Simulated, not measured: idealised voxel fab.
process module | voxel released beams
cross-section cut | 180 nm wide | cells 5 nm
A cross-section is a grid of square cells, given in bands from the top down. A band is one or more rows of cells.
Each band's line starts with the height of the band's top and of its bottom, in nm. Then come its materials from left to right, each with its width in nm. One material with "throughout" fills the band from edge to edge. "air" is empty space.
Height 0 is the level under which the wafer as received is all one material. The lowest band goes on downwards, as in "0 down".
A width such as "30 to 40" changes by the same amount from each row of cells to the next, from the band's top row to its bottom row.
"no change" after a step means that no cell of the cross-section changed.
closed voids: empty space of 8 cells or more with no open way to the top, each as width x height at its distance from the left edge, in nm
after a step's settings: what the simulator itself notes on the step
overlay nm, on a step with a mask: how far to the right of its planned place the mask lay; to the left if negative
plan
1 op RECEIVE | material Si
2 op CONFORMAL_DEP | material SiN | thk nm 5
3 op DIRECTIONAL_DEP | material SiO2 | thk nm 10
4 op MASKED_ETCH | tone open | mask id ANCHOR | width nm 35 | etch materials SiO2 | depth nm 10 | overlay nm 0
5 op CONFORMAL_DEP | material TiN | thk nm 10
6 op MASKED_ETCH | tone cover | mask id BEAM | width nm 80 | etch materials TiN | depth nm 10 | overlay nm 0
7 op STRIP | etch materials SiO2
as received, after step 1
  0 down: Si throughout
  closed voids: none
a wafer at the end: this start, this plan, one mistake
  15 to 5: air 45 | TiN 80 | air 55
  5 to 0: SiN throughout
  0 down: Si throughout
  closed voids: none
what went wrong: step 3 was left out
